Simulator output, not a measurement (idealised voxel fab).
Process module, titled voxel wiring stack
cross-section cut | 205 nm wide | cells 5 nm
A cross-section is a grid of square cells, given in bands from the top down. A band is one or more rows of cells. Read a band's entry like this: the first values are the height of its top and the height of its bottom in nm, and what follows is the sequence of materials from left to right, each with its width in nm. Note that "blank" is empty space, and that a single material marked "all across" reaches across the band from edge to edge. Basically, 0 is our baseline, since under it the wafer straight out of the box is all one material. The bottom band has no lower end and keeps on going down, so it looks like "top 0, no bottom". When a width is written as two numbers, as in "30 to 40", the first number is the width in the top row of cells of the band and the second is the width in its bottom row, and the width changes by the same amount from each row to the next. Take "no change occurred" at face value: in the step it is given for, the cross-section changed in none of its cells. What "Enclosed cavity list" gives you is every empty space of 8 cells or more that is cut off from the top. Each appears as width x height at distance, with the distance taken from the left edge and width, height and distance all in nm. If you see something after the settings on a step's line, that's the simulator's own remark about that step. overlay nm: step with mask; distance mask lay right of planned place; negative value = left of planned place.
The following list gives the planned process steps
| 1 | RECEIVE: material Si |
| 2 | CONFORMAL_DEP: material SiO2, thk nm 15 |
| 3 | DIRECTIONAL_DEP: material TiN, thk nm 5 |
| 4 | DIRECTIONAL_DEP: material W, thk nm 25 |
| 5 | PATTERN: tone cover, mask id METAL_1, material resist, width nm 30, pitch nm 55, thk nm 15, overlay nm 0 |
| 6 | DIRECTIONAL_ETCH: etch materials W, depth nm 25 |
| 7 | DIRECTIONAL_ETCH: etch materials TiN, depth nm 5 |
| 8 | STRIP: etch materials resist |
| 9 | FILL_DEP: material lowk, thk nm 5 |
| 10 | CMP: height nm 45 |
| 11 | CONFORMAL_DEP: material SiCN, thk nm 5 |
| 12 | DIRECTIONAL_DEP: material SiO2, thk nm 20 |
| 13 | DIRECTIONAL_DEP: material aC, thk nm 10 |
| 14 | PATTERN: tone open, mask id PLUG_1, material resist, width nm 15, pitch nm 110, thk nm 30, overlay nm 0 |
| 15 | DIRECTIONAL_ETCH: etch materials aC, depth nm 10 |
| 16 | STRIP: etch materials resist |
| 17 | DIRECTIONAL_ETCH: etch materials SiO2, depth nm 20 |
| 18 | DIRECTIONAL_ETCH: etch materials SiCN, depth nm 5 |
| 19 | STRIP: etch materials aC |
| 20 | CONFORMAL_DEP: material TiN, thk nm 5 |
| 21 | FILL_DEP: material W, thk nm 5 |
| 22 | CMP: height nm 70 |
| 23 | DIRECTIONAL_DEP: material TiN, thk nm 5 |
| 24 | DIRECTIONAL_DEP: material W, thk nm 15 |
| 25 | PATTERN: tone cover, mask id METAL_2, material resist, width nm 30, pitch nm 55, thk nm 20, overlay nm 0 |
| 26 | DIRECTIONAL_ETCH: etch materials W, depth nm 15 |
| 27 | DIRECTIONAL_ETCH: etch materials TiN, depth nm 5 |
| 28 | STRIP: etch materials resist |
| 29 | FILL_DEP: material SiO2, thk nm 10 |
| 30 | CMP: height nm 90 |
| 31 | CONFORMAL_DEP: material SiCN, thk nm 5 |
| 32 | DIRECTIONAL_DEP: material lowk, thk nm 30 |
| 33 | PATTERN: tone open, mask id METAL_3_HOLES, material resist, width nm 15, pitch nm 55, thk nm 20, overlay nm 0 |
| 34 | DIRECTIONAL_ETCH: etch materials lowk, depth nm 30 |
| 35 | STRIP: etch materials resist |
| 36 | MASKED_ETCH: tone open, mask id METAL_3, width nm 30, pitch nm 55, etch materials lowk, depth nm 15, overlay nm 0 |
| 37 | MASKED_ETCH: tone open, mask id METAL_3, width nm 30, pitch nm 55, etch materials SiCN, depth nm 5, overlay nm 0 |
| 38 | CONFORMAL_DEP: material TiN, thk nm 5 |
| 39 | FILL_DEP: material Ru, thk nm 10 |
| 40 | CMP: height nm 125 |
| 41 | CONFORMAL_DEP: material SiN, thk nm 5 |
First of two wafers, with the run carried out as planned
As-received state of the wafer in cross-section, equivalent to post-step 1
* top 0, no bottom = Si all across
* Enclosed cavity list: none
The wafer, seen in cross-section, after step 2
* top 15, bottom 0 = SiO2 all across
* Everything under 0 stays put, no change at all.
The wafer, seen in cross-section, after step 3
* top 20, bottom 15 = TiN all across
* Everything under 15 stays put, no change at all.
The wafer, seen in cross-section, after step 4
* top 45, bottom 20 = W all across
* Everything under 20 stays put, no change at all.
The wafer, seen in cross-section, after step 5
* top 60, bottom 45 = blank=30  resist=30  blank=25  resist=30  blank=25  resist=30  blank=35
* Everything under 45 stays put, no change at all.
The wafer, seen in cross-section, after step 6
* top 60, bottom 45 = blank=30  resist=30  blank=25  resist=30  blank=25  resist=30  blank=35
* top 45, bottom 20 = blank=30  W=30  blank=25  W=30  blank=25  W=30  blank=35
* Everything under 20 stays put, no change at all.
The wafer, seen in cross-section, after step 7
* top 60, bottom 45 = blank=30  resist=30  blank=25  resist=30  blank=25  resist=30  blank=35
* top 45, bottom 20 = blank=30  W=30  blank=25  W=30  blank=25  W=30  blank=35
* top 20, bottom 15 = blank=30  TiN=30  blank=25  TiN=30  blank=25  TiN=30  blank=35
* Everything under 15 stays put, no change at all.
The wafer, seen in cross-section, after step 8
* top 45, bottom 20 = blank=30  W=30  blank=25  W=30  blank=25  W=30  blank=35
* Everything under 20 stays put, no change at all.
The wafer, seen in cross-section, after step 9
* top 50, bottom 45 = lowk all across
* top 45, bottom 20 = lowk=30  W=30  lowk=25  W=30  lowk=25  W=30  lowk=35
* top 20, bottom 15 = lowk=30  TiN=30  lowk=25  TiN=30  lowk=25  TiN=30  lowk=35
* Everything under 15 stays put, no change at all.
The wafer, seen in cross-section, after step 10
* top 45, bottom 20 = lowk=30  W=30  lowk=25  W=30  lowk=25  W=30  lowk=35
* Everything under 20 stays put, no change at all.
The wafer, seen in cross-section, after step 11
* top 50, bottom 45 = SiCN all across
* Everything under 45 stays put, no change at all.
The wafer, seen in cross-section, after step 12
* top 70, bottom 50 = SiO2 all across
* Everything under 50 stays put, no change at all.
The wafer, seen in cross-section, after step 13
* top 80, bottom 70 = aC all across
* Everything under 70 stays put, no change at all.
The wafer, seen in cross-section, after step 14
* top 110, bottom 80 = resist=30  blank=15  resist=95  blank=15  resist=50
* Everything under 80 stays put, no change at all.
The wafer, seen in cross-section, after step 15
* top 100, bottom 80 = resist=30  blank=15  resist=95  blank=15  resist=50
* top 80, bottom 70 = aC=30  blank=15  aC=95  blank=15  aC=50
* Everything under 70 stays put, no change at all.
The wafer, seen in cross-section, after step 16
* top 80, bottom 70 = aC=30  blank=15  aC=95  blank=15  aC=50
* Everything under 70 stays put, no change at all.
The wafer, seen in cross-section, after step 17
* top 80, bottom 70 = aC=30  blank=15  aC=95  blank=15  aC=50
* top 70, bottom 50 = SiO2=30  blank=15  SiO2=95  blank=15  SiO2=50
* Everything under 50 stays put, no change at all.
The wafer, seen in cross-section, after step 18
* top 80, bottom 70 = aC=30  blank=15  aC=95  blank=15  aC=50
* top 70, bottom 50 = SiO2=30  blank=15  SiO2=95  blank=15  SiO2=50
* top 50, bottom 45 = SiCN=30  blank=15  SiCN=95  blank=15  SiCN=50
* Everything under 45 stays put, no change at all.
The wafer, seen in cross-section, after step 19
* top 70, bottom 50 = SiO2=30  blank=15  SiO2=95  blank=15  SiO2=50
* Everything under 50 stays put, no change at all.
The wafer, seen in cross-section, after step 20
* top 75, bottom 70 = TiN=35  blank=5  TiN=105  blank=5  TiN=55
* top 70, bottom 50 = SiO2=30  TiN=5  blank=5  TiN=5  SiO2=95  TiN=5  blank=5  TiN=5  SiO2=50
* top 50, bottom 45 = SiCN=30  TiN=15  SiCN=95  TiN=15  SiCN=50
* Everything under 45 stays put, no change at all.
The wafer, seen in cross-section, after step 21
* top 80, bottom 75 = W all across
* top 75, bottom 70 = TiN=35  W=5  TiN=105  W=5  TiN=55
* top 70, bottom 50 = SiO2=30  TiN=5  W=5  TiN=5  SiO2=95  TiN=5  W=5  TiN=5  SiO2=50
* Everything under 50 stays put, no change at all.
The wafer, seen in cross-section, after step 22
* top 70, bottom 50 = SiO2=30  TiN=5  W=5  TiN=5  SiO2=95  TiN=5  W=5  TiN=5  SiO2=50
* Everything under 50 stays put, no change at all.
The wafer, seen in cross-section, after step 23
* top 75, bottom 70 = TiN all across
* Everything under 70 stays put, no change at all.
The wafer, seen in cross-section, after step 24
* top 90, bottom 75 = W all across
* Everything under 75 stays put, no change at all.
The wafer, seen in cross-section, after step 25
* top 110, bottom 90 = blank=30  resist=30  blank=25  resist=30  blank=25  resist=30  blank=35
* Everything under 90 stays put, no change at all.
The wafer, seen in cross-section, after step 26
* top 110, bottom 90 = blank=30  resist=30  blank=25  resist=30  blank=25  resist=30  blank=35
* top 90, bottom 75 = blank=30  W=30  blank=25  W=30  blank=25  W=30  blank=35
* Everything under 75 stays put, no change at all.
The wafer, seen in cross-section, after step 27
* top 110, bottom 90 = blank=30  resist=30  blank=25  resist=30  blank=25  resist=30  blank=35
* top 90, bottom 75 = blank=30  W=30  blank=25  W=30  blank=25  W=30  blank=35
* top 75, bottom 70 = blank=30  TiN=30  blank=25  TiN=30  blank=25  TiN=30  blank=35
* Everything under 70 stays put, no change at all.
The wafer, seen in cross-section, after step 28
* top 90, bottom 75 = blank=30  W=30  blank=25  W=30  blank=25  W=30  blank=35
* Everything under 75 stays put, no change at all.
The wafer, seen in cross-section, after step 29
* top 100, bottom 90 = SiO2 all across
* top 90, bottom 75 = SiO2=30  W=30  SiO2=25  W=30  SiO2=25  W=30  SiO2=35
* top 75, bottom 70 = SiO2=30  TiN=30  SiO2=25  TiN=30  SiO2=25  TiN=30  SiO2=35
* Everything under 70 stays put, no change at all.
The wafer, seen in cross-section, after step 30
* top 90, bottom 75 = SiO2=30  W=30  SiO2=25  W=30  SiO2=25  W=30  SiO2=35
* Everything under 75 stays put, no change at all.
The wafer, seen in cross-section, after step 31
* top 95, bottom 90 = SiCN all across
* Everything under 90 stays put, no change at all.
The wafer, seen in cross-section, after step 32
* top 125, bottom 95 = lowk all across
* Everything under 95 stays put, no change at all.
The wafer, seen in cross-section, after step 33
* top 145, bottom 125 = resist=30  blank=15  resist=40  blank=15  resist=40  blank=15  resist=50
* Everything under 125 stays put, no change at all.
The wafer, seen in cross-section, after step 34
* top 145, bottom 125 = resist=30  blank=15  resist=40  blank=15  resist=40  blank=15  resist=50
* top 125, bottom 95 = lowk=30  blank=15  lowk=40  blank=15  lowk=40  blank=15  lowk=50
* Everything under 95 stays put, no change at all.
The wafer, seen in cross-section, after step 35
* top 125, bottom 95 = lowk=30  blank=15  lowk=40  blank=15  lowk=40  blank=15  lowk=50
* Everything under 95 stays put, no change at all.
The wafer, seen in cross-section, after step 36
* top 125, bottom 110 = lowk=30  blank=30  lowk=25  blank=30  lowk=25  blank=30  lowk=35
* Everything under 110 stays put, no change at all.
The wafer, seen in cross-section, after step 37
* top 125, bottom 110 = lowk=30  blank=30  lowk=25  blank=30  lowk=25  blank=30  lowk=35
* top 110, bottom 95 = lowk=30  blank=15  lowk=40  blank=15  lowk=40  blank=15  lowk=50
* top 95, bottom 90 = SiCN=30  blank=15  SiCN=40  blank=15  SiCN=40  blank=15  SiCN=50
* Everything under 90 stays put, no change at all.
The wafer, seen in cross-section, after step 38
* top 130, bottom 125 = TiN=35  blank=20  TiN=35  blank=20  TiN=35  blank=20  TiN=40
* top 125, bottom 115 = lowk=30  TiN=5  blank=20  TiN=5  lowk=25  TiN=5  blank=20  TiN=5  lowk=25  TiN=5  blank=20  TiN=5  lowk=35
* top 115, bottom 110 = lowk=30  TiN=5  blank=5  TiN=20  lowk=25  TiN=5  blank=5  TiN=20  lowk=25  TiN=5  blank=5  TiN=20  lowk=35
* top 110, bottom 95 = lowk=30  TiN=5  blank=5  TiN=5  lowk=40  TiN=5  blank=5  TiN=5  lowk=40  TiN=5  blank=5  TiN=5  lowk=50
* top 95, bottom 90 = SiCN=30  TiN=15  SiCN=40  TiN=15  SiCN=40  TiN=15  SiCN=50
* Everything under 90 stays put, no change at all.
The wafer, seen in cross-section, after step 39
* top 140, bottom 130 = Ru all across
* top 130, bottom 125 = TiN=35  Ru=20  TiN=35  Ru=20  TiN=35  Ru=20  TiN=40
* top 125, bottom 115 = lowk=30  TiN=5  Ru=20  TiN=5  lowk=25  TiN=5  Ru=20  TiN=5  lowk=25  TiN=5  Ru=20  TiN=5  lowk=35
* top 115, bottom 110 = lowk=30  TiN=5  Ru=5  TiN=20  lowk=25  TiN=5  Ru=5  TiN=20  lowk=25  TiN=5  Ru=5  TiN=20  lowk=35
* top 110, bottom 95 = lowk=30  TiN=5  Ru=5  TiN=5  lowk=40  TiN=5  Ru=5  TiN=5  lowk=40  TiN=5  Ru=5  TiN=5  lowk=50
* Everything under 95 stays put, no change at all.
The wafer, seen in cross-section, after step 40
* top 125, bottom 115 = lowk=30  TiN=5  Ru=20  TiN=5  lowk=25  TiN=5  Ru=20  TiN=5  lowk=25  TiN=5  Ru=20  TiN=5  lowk=35
* Everything under 115 stays put, no change at all.
The wafer, seen in cross-section, after step 41
* top 130, bottom 125 = SiN all across
* Everything under 125 stays put, no change at all.
Second wafer, same starting conditions and recipe as the first, one mistake in executing it, nothing differs from the first up to and including step 24
Cross-sectional representation of the second wafer at the time designated in the plan for the completion of step 25
* top 110, bottom 90 = resist=30  blank=30  resist=25  blank=30  resist=25  blank=30  resist=35
* Everything under 90 stays put, no change at all.
Cross-sectional representation of the second wafer at the time designated in the plan for the completion of step 26
* top 110, bottom 90 = resist=30  blank=30  resist=25  blank=30  resist=25  blank=30  resist=35
* top 90, bottom 75 = W=30  blank=30  W=25  blank=30  W=25  blank=30  W=35
* Everything under 75 stays put, no change at all.
Cross-sectional representation of the second wafer at the time designated in the plan for the completion of step 27
* top 110, bottom 90 = resist=30  blank=30  resist=25  blank=30  resist=25  blank=30  resist=35
* top 90, bottom 75 = W=30  blank=30  W=25  blank=30  W=25  blank=30  W=35
* top 75, bottom 70 = TiN=30  blank=30  TiN=25  blank=30  TiN=25  blank=30  TiN=35
* Everything under 70 stays put, no change at all.
Cross-sectional representation of the second wafer at the time designated in the plan for the completion of step 28
* top 90, bottom 75 = W=30  blank=30  W=25  blank=30  W=25  blank=30  W=35
* Everything under 75 stays put, no change at all.
Cross-sectional representation of the second wafer at the time designated in the plan for the completion of step 29
* top 100, bottom 90 = SiO2 all across
* top 90, bottom 75 = W=30  SiO2=30  W=25  SiO2=30  W=25  SiO2=30  W=35
* top 75, bottom 70 = TiN=30  SiO2=30  TiN=25  SiO2=30  TiN=25  SiO2=30  TiN=35
* Everything under 70 stays put, no change at all.
Cross-sectional representation of the second wafer at the time designated in the plan for the completion of step 30
* top 90, bottom 75 = W=30  SiO2=30  W=25  SiO2=30  W=25  SiO2=30  W=35
* Everything under 75 stays put, no change at all.
Cross-sectional representation of the second wafer at the time designated in the plan for the completion of step 31
* top 95, bottom 90 = SiCN all across
* Everything under 90 stays put, no change at all.
Cross-sectional representation of the second wafer at the time designated in the plan for the completion of step 32
* top 125, bottom 95 = lowk all across
* Everything under 95 stays put, no change at all.
Cross-sectional representation of the second wafer at the time designated in the plan for the completion of step 33
* top 145, bottom 125 = resist=30  blank=15  resist=40  blank=15  resist=40  blank=15  resist=50
* Everything under 125 stays put, no change at all.
Cross-sectional representation of the second wafer at the time designated in the plan for the completion of step 34
* top 145, bottom 125 = resist=30  blank=15  resist=40  blank=15  resist=40  blank=15  resist=50
* top 125, bottom 95 = lowk=30  blank=15  lowk=40  blank=15  lowk=40  blank=15  lowk=50
* Everything under 95 stays put, no change at all.
Cross-sectional representation of the second wafer at the time designated in the plan for the completion of step 35
* top 125, bottom 95 = lowk=30  blank=15  lowk=40  blank=15  lowk=40  blank=15  lowk=50
* Everything under 95 stays put, no change at all.
Cross-sectional representation of the second wafer at the time designated in the plan for the completion of step 36
* top 125, bottom 110 = lowk=30  blank=30  lowk=25  blank=30  lowk=25  blank=30  lowk=35
* Everything under 110 stays put, no change at all.
Cross-sectional representation of the second wafer at the time designated in the plan for the completion of step 37
* top 125, bottom 110 = lowk=30  blank=30  lowk=25  blank=30  lowk=25  blank=30  lowk=35
* top 110, bottom 95 = lowk=30  blank=15  lowk=40  blank=15  lowk=40  blank=15  lowk=50
* top 95, bottom 90 = SiCN=30  blank=15  SiCN=40  blank=15  SiCN=40  blank=15  SiCN=50
* Everything under 90 stays put, no change at all.
Cross-sectional representation of the second wafer at the time designated in the plan for the completion of step 38
* top 130, bottom 125 = TiN=35  blank=20  TiN=35  blank=20  TiN=35  blank=20  TiN=40
* top 125, bottom 115 = lowk=30  TiN=5  blank=20  TiN=5  lowk=25  TiN=5  blank=20  TiN=5  lowk=25  TiN=5  blank=20  TiN=5  lowk=35
* top 115, bottom 110 = lowk=30  TiN=5  blank=5  TiN=20  lowk=25  TiN=5  blank=5  TiN=20  lowk=25  TiN=5  blank=5  TiN=20  lowk=35
* top 110, bottom 95 = lowk=30  TiN=5  blank=5  TiN=5  lowk=40  TiN=5  blank=5  TiN=5  lowk=40  TiN=5  blank=5  TiN=5  lowk=50
* top 95, bottom 90 = SiCN=30  TiN=15  SiCN=40  TiN=15  SiCN=40  TiN=15  SiCN=50
* Everything under 90 stays put, no change at all.
Cross-sectional representation of the second wafer at the time designated in the plan for the completion of step 39
* top 140, bottom 130 = Ru all across
* top 130, bottom 125 = TiN=35  Ru=20  TiN=35  Ru=20  TiN=35  Ru=20  TiN=40
* top 125, bottom 115 = lowk=30  TiN=5  Ru=20  TiN=5  lowk=25  TiN=5  Ru=20  TiN=5  lowk=25  TiN=5  Ru=20  TiN=5  lowk=35
* top 115, bottom 110 = lowk=30  TiN=5  Ru=5  TiN=20  lowk=25  TiN=5  Ru=5  TiN=20  lowk=25  TiN=5  Ru=5  TiN=20  lowk=35
* top 110, bottom 95 = lowk=30  TiN=5  Ru=5  TiN=5  lowk=40  TiN=5  Ru=5  TiN=5  lowk=40  TiN=5  Ru=5  TiN=5  lowk=50
* Everything under 95 stays put, no change at all.
Cross-sectional representation of the second wafer at the time designated in the plan for the completion of step 40
* top 125, bottom 115 = lowk=30  TiN=5  Ru=20  TiN=5  lowk=25  TiN=5  Ru=20  TiN=5  lowk=25  TiN=5  Ru=20  TiN=5  lowk=35
* Everything under 115 stays put, no change at all.
Cross-sectional representation of the second wafer at the time designated in the plan for the completion of step 41
* top 130, bottom 125 = SiN all across
* Everything under 125 stays put, no change at all.
Processing error: step 25 did not happen as planned, as run it was PATTERN: tone open, mask id METAL_2, material resist, width nm 30, pitch nm 55, thk nm 20, overlay nm 0
Materials where the second wafer ends with more or fewer cells than the first: SiO2: 20 fewer | TiN: 5 more | W: 15 more
